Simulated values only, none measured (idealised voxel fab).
Process module, titled voxel ribs on slabs
Cross-section cut spans 290 nm and uses square cells 5 nm in size.
In what follows, cross-sections appear as grids of square cells, described through bands that run from the top down, where every band is one or more rows of cells.
Top, bottom (nm), then materials left to right with widths (nm); lone material tagged "full width" fills the whole band edge to edge; "blank" = empty space.
Measure heights from 0. That's the level where, below it, the as-received wafer is all one material. The lowest band is bottomless and extends downward; write it as in "0..down".
A width such as "30..40" changes by the same amount from each row of cells to the next, from the band's top row to its bottom row.
Where the words "no alterations made" appear for a step, the cross-section shows no cell changed by that step; every cell remained as before.
The label "Encapsulated voids" introduces a list of the empty spaces, 8 cells or larger, that have no open way up to the top; each entry in it reads width x height at distance, where the distance is taken from the left edge and all three are stated in nm.
Read whatever lies past the settings on a step's line as the simulator's own remark about the step.
Regarding "overlay nm": on a step with a mask, it is the distance the mask lay to the right of its planned place; a negative value places it to the left.

Here's what the planned process steps look like:
1. RECEIVE,material Si
2. DIRECTIONAL_DEP,material SiO2,thk nm 30
3. DIRECTIONAL_DEP,material polySi,thk nm 20
4. DIRECTIONAL_DEP,material aC,thk nm 15
5. PATTERN,tone cover,mask id RIB,material resist,width nm 25,thk nm 30,overlay nm 0
6. DIRECTIONAL_ETCH,etch materials aC,depth nm 15
7. STRIP,etch materials resist
8. DIRECTIONAL_ETCH,etch materials polySi,depth nm 10
9. STRIP,etch materials aC
10. MASKED_ETCH,tone cover,mask id SLAB,width nm 65,etch materials polySi,depth nm 10,overlay nm 0
11. FILL_DEP,material SiO2,thk nm 30
12. CMP,height nm 70
13. DIRECTIONAL_DEP,material W,thk nm 10
14. DIRECTIONAL_DEP,material aC,thk nm 15
15. PATTERN,tone cover,mask id HEATER,material resist,width nm 35,thk nm 35,overlay nm 0
16. DIRECTIONAL_ETCH,etch materials aC,depth nm 15
17. STRIP,etch materials resist
18. DIRECTIONAL_ETCH,etch materials W,depth nm 10
19. STRIP,etch materials aC
20. CONFORMAL_DEP,material SiO2,thk nm 10

Cross-section of the wafer as it came to us, i.e., already through step 1:
    0..down: Si full width
    Encapsulated voids: none

Cross-sectional view of the first of the two wafers upon completion of the module, processed in accordance with the plan:
    90..80: blank 115; SiO2 55; blank 120
    80..70: SiO2 125; W 35; SiO2 130
    70..50: SiO2 full width
    50..40: SiO2 130; polySi 25; SiO2 135
    40..30: SiO2 110; polySi 65; SiO2 115
    30..0: SiO2 full width
    0..down: Si full width
    Encapsulated voids: none

Second wafer at the end: like start, like plan, one mistake:
    90..80: blank 110; SiO2 55; blank 125
    80..70: SiO2 120; W 35; SiO2 135
    70..50: SiO2 full width
    50..40: SiO2 130; polySi 25; SiO2 135
    40..30: SiO2 110; polySi 65; SiO2 115
    30..0: SiO2 full width
    0..down: Si full width
    Encapsulated voids: none
Deviation noted in wafer processing: contrary to plan, step 15 was performed as PATTERN,tone cover,mask id HEATER,material resist,width nm 35,thk nm 35,overlay nm -5
If you tally the cells, the second wafer ends up with the same amount of every material as the first; it's all just sitting in different places.
